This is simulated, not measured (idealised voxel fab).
You're looking at the process module voxel double patterning.
The figure presents cross-section cut, which has a width of 225 nm and is divided into square cells with an edge length of 5 nm.
In this document a cross-section is written as a grid of square cells. It is given as a series of bands, listed from the top down, and a band is one or more rows of cells.
Top, bottom (nm), then materials left to right with widths (nm); lone material tagged "edge to edge" fills the whole band edge to edge; "blank" = empty space.
For the purposes of this specification, 0 denotes the height below which the wafer in its as-received condition is composed wholly of one material, and the lowermost band, lacking a lower limit, extends downward without end, as expressed in "0 down".
The two numbers in a width such as "30..40" mark its ends across the band: the first belongs to the top row of cells, the second to the bottom row, and from each row to the next the width moves by the same amount.
Step marked "all unchanged"? Then no cell in the cross-section changed in it.
Entry "Enclosed void list". Content: empty spaces with no open connection to the top, size 8 cells or greater. Each: width x height at distance. Distance: from left edge. Unit: nm.
Step line, after settings: the simulator's comment on this step.
Among the settings permitted on a step's line is "overlay nm"; applied to a step with a mask, it specifies the extent to which the mask lay to the right of its planned position, whereas a negative figure signifies a position to the left.

LISTED BELOW ARE THE PROCESS STEPS AS PLANNED
1 RECEIVE: material Si
2 CONFORMAL_DEP: material SiN, thk nm 5
3 DIRECTIONAL_DEP: material SiO2, thk nm 15
4 DIRECTIONAL_DEP: material SiCN, thk nm 10
5 PATTERN: tone open, mask id FIRST, material resist, width nm 15, pitch nm 50, thk nm 15, overlay nm 0
6 DIRECTIONAL_ETCH: etch materials SiCN, depth nm 10
7 STRIP: etch materials resist
8 MASKED_ETCH: tone open, mask id SECOND, width nm 15, pitch nm 50, etch materials SiCN, depth nm 10, overlay nm 0
9 DIRECTIONAL_ETCH: etch materials SiO2, depth nm 15
10 STRIP: etch materials SiCN
Where the wafers of this document differ is in the thk nm of step 2; they start out the same, and the plan states the value that applied to the first wafer.

RECEIVED WAFERS, FIRST OF SEVERAL: CROSS-SECTION AFTER STEP 1
  0 down = Si edge to edge
  Enclosed void list: none

BASICALLY EACH WAFER GETS A LINE IN THE TABLE, SHOWING IT AT THE END OF THE MODULE: MATERIAL BY MATERIAL, THE CELLS IT GAINED (+) OR LOST (-) SINCE WE GOT IT, THEN ITS CLOSED VOIDS
thk nm 5 | +45 SiN | +90 SiO2 | Enclosed void list: none
thk nm 10 | +90 SiN | +90 SiO2 | Enclosed void list: none
thk nm 15 | +135 SiN | +90 SiO2 | Enclosed void list: none
thk nm 20 | +180 SiN | +90 SiO2 | Enclosed void list: none
